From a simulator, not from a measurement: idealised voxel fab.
process module | voxel self aligned contacts
cross-section cut | 170 nm wide | cells 5 nm
A cross-section is a grid of square cells, given in bands from the top down. A band is one or more rows of cells.
Each band's line starts with the height of the band's top and of its bottom, in nm. Then come its materials from left to right, each with its width in nm. One material with "throughout" fills the band from edge to edge. "air" is empty space.
Height 0 is the level under which the wafer as received is all one material. The lowest band goes on downwards, as in "0 down".
A width such as "30 to 40" changes by the same amount from each row of cells to the next, from the band's top row to its bottom row.
"no change" after a step means that no cell of the cross-section changed.
closed voids: empty space of 8 cells or more with no open way to the top, each as width x height at its distance from the left edge, in nm
after a step's settings: what the simulator itself notes on the step
overlay nm, on a step with a mask: how far to the right of its planned place the mask lay; to the left if negative
plan
1 op RECEIVE | material Si
2 op OXIDIZE | depth nm 5
3 op DIRECTIONAL_DEP | material polySi | thk nm 20
4 op DIRECTIONAL_DEP | material SiN | thk nm 25
5 op DIRECTIONAL_DEP | material aC | thk nm 15
6 op PATTERN | tone cover | mask id GATE | material resist | width nm 35 | pitch nm 70 | thk nm 30 | overlay nm 0
7 op DIRECTIONAL_ETCH | etch materials aC | depth nm 15
8 op STRIP | etch materials resist
9 op DIRECTIONAL_ETCH | etch materials SiN | depth nm 25
10 op DIRECTIONAL_ETCH | etch materials polySi | depth nm 20
11 op STRIP | etch materials aC
12 op CONFORMAL_DEP | material SiN | thk nm 10
13 op DIRECTIONAL_ETCH | etch materials SiN | depth nm 10
14 op FILL_DEP | material SiO2 | thk nm 15
15 op CMP | height nm 50
16 op PATTERN | tone open | mask id CONTACT | material resist | width nm 55 | thk nm 20 | overlay nm 0
17 op DIRECTIONAL_ETCH | etch materials SiO2 | depth nm 55
18 op STRIP | etch materials resist
19 op CONFORMAL_DEP | material TiN | thk nm 5
20 op FILL_DEP | material Ru | thk nm 5
21 op CMP | height nm 50
22 op CONFORMAL_DEP | material SiCN | thk nm 5
as received, after step 1
  0 down: Si throughout
  closed voids: none
a wafer at the end: this start, this plan, one mistake
  55 to 50: SiCN throughout
  50 to 45: SiO2 55 | TiN 25 | Ru 5 | TiN 25 | SiO2 60
  45 to 20: SiO2 20 | SiN 55 | TiN 5 | Ru 5 | TiN 5 | SiN 55 | SiO2 25
  20 to 0: SiO2 20 | SiN 10 | polySi 35 | SiN 10 | TiN 5 | Ru 5 | TiN 5 | SiN 10 | polySi 35 | SiN 10 | SiO2 25
  0 to -5: SiO2 75 | TiN 15 | SiO2 80
  -5 to -10: SiO2 throughout
  -10 down: Si throughout
  closed voids: none
what went wrong: step 2 ran as: op OXIDIZE | depth nm 10
